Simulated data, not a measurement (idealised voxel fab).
voxel trench capacitor: a process module
Section shown: cut. Width: 245 nm. Cell size: 5 nm, square.
Each cross-section below is a grid of square cells, stated as bands in top-down order, with one or more rows of cells making up each band.
Read a band's entry like this: the first values are the height of its top and the height of its bottom in nm, and what follows is the sequence of materials from left to right, each with its width in nm. Note that "empty" is empty space, and that a single material marked "all across" reaches across the band from edge to edge.
Height datum 0, below which the as-received substrate wafer is one material. Lowest band open at the bottom, running downward: "0..down".
Per-row width for "30..40": begins at first number (top row of band), ends at second number (bottom row), increment between rows held constant.
For the purposes of this document, the phrase "remained unchanged" attached to a step denotes that no cell within the cross-section was modified by that step.
This entry, "Catalogued sealed voids", enumerates those empty regions of no fewer than 8 cells that possess no open connection to the top. Each region is reported in the form width x height at distance, the distance being taken from the left edge, with all three quantities expressed in nm.
Whatever follows a step's settings on its line is a remark the simulator itself makes about that step.
The line of a step may include "overlay nm". On a step with a mask, this value is how far to the right of its planned place the mask lay. A negative value means the mask lay to the left.
Listed below are the process steps as planned
1. op RECEIVE | material Si
2. op CONFORMAL_DEP | material SiN | thk nm 10
3. op DIRECTIONAL_DEP | material aC | thk nm 10
4. op PATTERN | tone open | mask id TRENCH | material resist | width nm 15 | pitch nm 40 | thk nm 30 | overlay nm 0
5. op DIRECTIONAL_ETCH | etch materials aC | depth nm 10
6. op STRIP | etch materials resist
7. op DIRECTIONAL_ETCH | etch materials SiN | depth nm 10
8. op DIRECTIONAL_ETCH | etch materials Si | depth nm 35
9. op STRIP | etch materials aC
10. op CONFORMAL_DEP | material Al2O3 | thk nm 5
11. op FILL_DEP | material polySi | thk nm 10
12. op CMP | height nm 10
The plan shows the width nm of step 4 as the first wafer had it; this setting differs between the wafers, which start out alike.
The first of several wafers as received, shown in cross-section; this is its state after step 1
0..down = Si all across
Catalogued sealed voids: none
Take any row and you have a wafer at the end of the module: how many cells of each material it has gained (+) or lost (-) since it was received, and then its closed voids
width nm 15 | +57 Al2O3 | -63 Si | +80 SiN | +24 polySi | Catalogued sealed voids: none
width nm 20 | +60 Al2O3 | -84 Si | +74 SiN | +48 polySi | Catalogued sealed voids: none
width nm 25 | +63 Al2O3 | -105 Si | +68 SiN | +72 polySi | Catalogued sealed voids: none
